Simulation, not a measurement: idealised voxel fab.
The process module presented herein is designated voxel spacer lines.
The cross-section on display is named cut; it measures 220 nm wide, and its cells are 5 nm squares.
For the purposes of this document, a cross-section shall be understood as a grid of square cells, specified as bands listed in top-to-bottom order, each band consisting of one or more rows of cells.
Per band: top height and bottom height in nm, followed by the left-to-right materials and their widths in nm; "all across" marks a single material spanning edge to edge, "air" marks empty space.
Height datum 0, below which the as-received substrate wafer is one material. Lowest band open at the bottom, running downward: "0 and below".
When a width is written as two numbers, as in "30->40", the first number is the width in the top row of cells of the band and the second is the width in its bottom row, and the width changes by the same amount from each row to the next.
What does "nothing was modified" mean for a step? It means no cell of the cross-section changed in that step.
"Voids lacking openings" specifies each empty space that is not open to the top and that occupies no fewer than 8 cells, using the form width x height at distance, the distance measured from the left edge and all three quantities in nm.
Step line, after settings: the simulator's comment on this step.
For masked steps, "overlay nm" on the step line gives how far right of plan the mask actually lay; a minus sign means it lay to the left.
**So here's the lineup of process steps we planned**
step 1: RECEIVE,material Si
step 2: CONFORMAL_DEP,material Al2O3,thk nm 5
step 3: DIRECTIONAL_DEP,material polySi,thk nm 10
step 4: DIRECTIONAL_DEP,material aC,thk nm 25
step 5: PATTERN,tone cover,mask id MANDREL,material resist,width nm 25,pitch nm 80,thk nm 35,overlay nm 0
step 6: DIRECTIONAL_ETCH,etch materials aC,depth nm 25
step 7: STRIP,etch materials resist
step 8: CONFORMAL_DEP,material SiN,thk nm 15
step 9: DIRECTIONAL_ETCH,etch materials SiN,depth nm 15
step 10: STRIP,etch materials aC
step 11: DIRECTIONAL_ETCH,etch materials polySi,depth nm 10
step 12: STRIP,etch materials SiN
**On the first of the two wafers: run conducted according to plan**
**As-received wafer cross-section (after step 1)**
	0 and below | Si all across
	Voids lacking openings: none
**Wafer after step 2 (cross-section)**
	5 down to 0 | Al2O3 all across
	For the remainder of the cross-section, below 0, there is no change.
**Wafer after step 3 (cross-section)**
	15 down to 5 | polySi all across
	For the remainder of the cross-section, below 5, there is no change.
**Wafer after step 4 (cross-section)**
	40 down to 15 | aC all across
	For the remainder of the cross-section, below 15, there is no change.
**Wafer after step 5 (cross-section)**
	75 down to 40 | 15 of air  25 of resist  55 of air  25 of resist  55 of air  25 of resist  20 of air
	For the remainder of the cross-section, below 40, there is no change.
**Wafer after step 6 (cross-section)**
	50 down to 40 | 15 of air  25 of resist  55 of air  25 of resist  55 of air  25 of resist  20 of air
	40 down to 15 | 15 of air  25 of aC  55 of air  25 of aC  55 of air  25 of aC  20 of air
	For the remainder of the cross-section, below 15, there is no change.
**Wafer after step 7 (cross-section)**
	40 down to 15 | 15 of air  25 of aC  55 of air  25 of aC  55 of air  25 of aC  20 of air
	For the remainder of the cross-section, below 15, there is no change.
**Wafer after step 8 (cross-section)**
	55 down to 40 | 55 of SiN  25 of air  55 of SiN  25 of air  55 of SiN  5 of air
	40 down to 30 | 15 of SiN  25 of aC  15 of SiN  25 of air  15 of SiN  25 of aC  15 of SiN  25 of air  15 of SiN  25 of aC  15 of SiN  5 of air
	30 down to 15 | 15 of SiN  25 of aC  55 of SiN  25 of aC  55 of SiN  25 of aC  20 of SiN
	For the remainder of the cross-section, below 15, there is no change.
**Wafer after step 9 (cross-section)**
	40 down to 15 | 15 of SiN  25 of aC  15 of SiN  25 of air  15 of SiN  25 of aC  15 of SiN  25 of air  15 of SiN  25 of aC  15 of SiN  5 of air
	For the remainder of the cross-section, below 15, there is no change.
**Wafer after step 10 (cross-section)**
	40 down to 15 | 15 of SiN  25 of air  15 of SiN  25 of air  15 of SiN  25 of air  15 of SiN  25 of air  15 of SiN  25 of air  15 of SiN  5 of air
	For the remainder of the cross-section, below 15, there is no change.
**Wafer after step 11 (cross-section)**
	40 down to 15 | 15 of SiN  25 of air  15 of SiN  25 of air  15 of SiN  25 of air  15 of SiN  25 of air  15 of SiN  25 of air  15 of SiN  5 of air
	15 down to 5 | 15 of polySi  25 of air  15 of polySi  25 of air  15 of polySi  25 of air  15 of polySi  25 of air  15 of polySi  25 of air  15 of polySi  5 of air
	For the remainder of the cross-section, below 5, there is no change.
**Wafer after step 12 (cross-section)**
	15 down to 5 | 15 of polySi  25 of air  15 of polySi  25 of air  15 of polySi  25 of air  15 of polySi  25 of air  15 of polySi  25 of air  15 of polySi  5 of air
	For the remainder of the cross-section, below 5, there is no change.
**Second wafer, same starting state and plan as the first, one mistake in the run, identical through step 4**
**Second wafer: cross-section at the scheduled end of step 5**
	75 down to 40 | 20 of air  15 of resist  65 of air  15 of resist  65 of air  15 of resist  25 of air
	For the remainder of the cross-section, below 40, there is no change.
**Second wafer: cross-section at the scheduled end of step 6**
	50 down to 40 | 20 of air  15 of resist  65 of air  15 of resist  65 of air  15 of resist  25 of air
	40 down to 15 | 20 of air  15 of aC  65 of air  15 of aC  65 of air  15 of aC  25 of air
	For the remainder of the cross-section, below 15, there is no change.
**Second wafer: cross-section at the scheduled end of step 7**
	40 down to 15 | 20 of air  15 of aC  65 of air  15 of aC  65 of air  15 of aC  25 of air
	For the remainder of the cross-section, below 15, there is no change.
**Second wafer: cross-section at the scheduled end of step 8**
	55 down to 40 | 5 of air  45 of SiN  35 of air  45 of SiN  35 of air  45 of SiN  10 of air
	40 down to 30 | 5 of air  15 of SiN  15 of aC  15 of SiN  35 of air  15 of SiN  15 of aC  15 of SiN  35 of air  15 of SiN  15 of aC  15 of SiN  10 of air
	30 down to 15 | 20 of SiN  15 of aC  65 of SiN  15 of aC  65 of SiN  15 of aC  25 of SiN
	For the remainder of the cross-section, below 15, there is no change.
**Second wafer: cross-section at the scheduled end of step 9**
	40 down to 15 | 5 of air  15 of SiN  15 of aC  15 of SiN  35 of air  15 of SiN  15 of aC  15 of SiN  35 of air  15 of SiN  15 of aC  15 of SiN  10 of air
	For the remainder of the cross-section, below 15, there is no change.
**Second wafer: cross-section at the scheduled end of step 10**
	40 down to 15 | 5 of air  15 of SiN  15 of air  15 of SiN  35 of air  15 of SiN  15 of air  15 of SiN  35 of air  15 of SiN  15 of air  15 of SiN  10 of air
	For the remainder of the cross-section, below 15, there is no change.
**Second wafer: cross-section at the scheduled end of step 11**
	40 down to 15 | 5 of air  15 of SiN  15 of air  15 of SiN  35 of air  15 of SiN  15 of air  15 of SiN  35 of air  15 of SiN  15 of air  15 of SiN  10 of air
	15 down to 5 | 5 of air  15 of polySi  15 of air  15 of polySi  35 of air  15 of polySi  15 of air  15 of polySi  35 of air  15 of polySi  15 of air  15 of polySi  10 of air
	For the remainder of the cross-section, below 5, there is no change.
**Second wafer: cross-section at the scheduled end of step 12**
	15 down to 5 | 5 of air  15 of polySi  15 of air  15 of polySi  35 of air  15 of polySi  15 of air  15 of polySi  35 of air  15 of polySi  15 of air  15 of polySi  10 of air
	For the remainder of the cross-section, below 5, there is no change.
Processing error: off-plan run, step 5, actual operation and settings PATTERN,tone cover,mask id MANDREL,material resist,width nm 15,pitch nm 80,thk nm 35,overlay nm 0
If you tally the cells, the second wafer ends up with the same amount of every material as the first; it's all just sitting in different places.
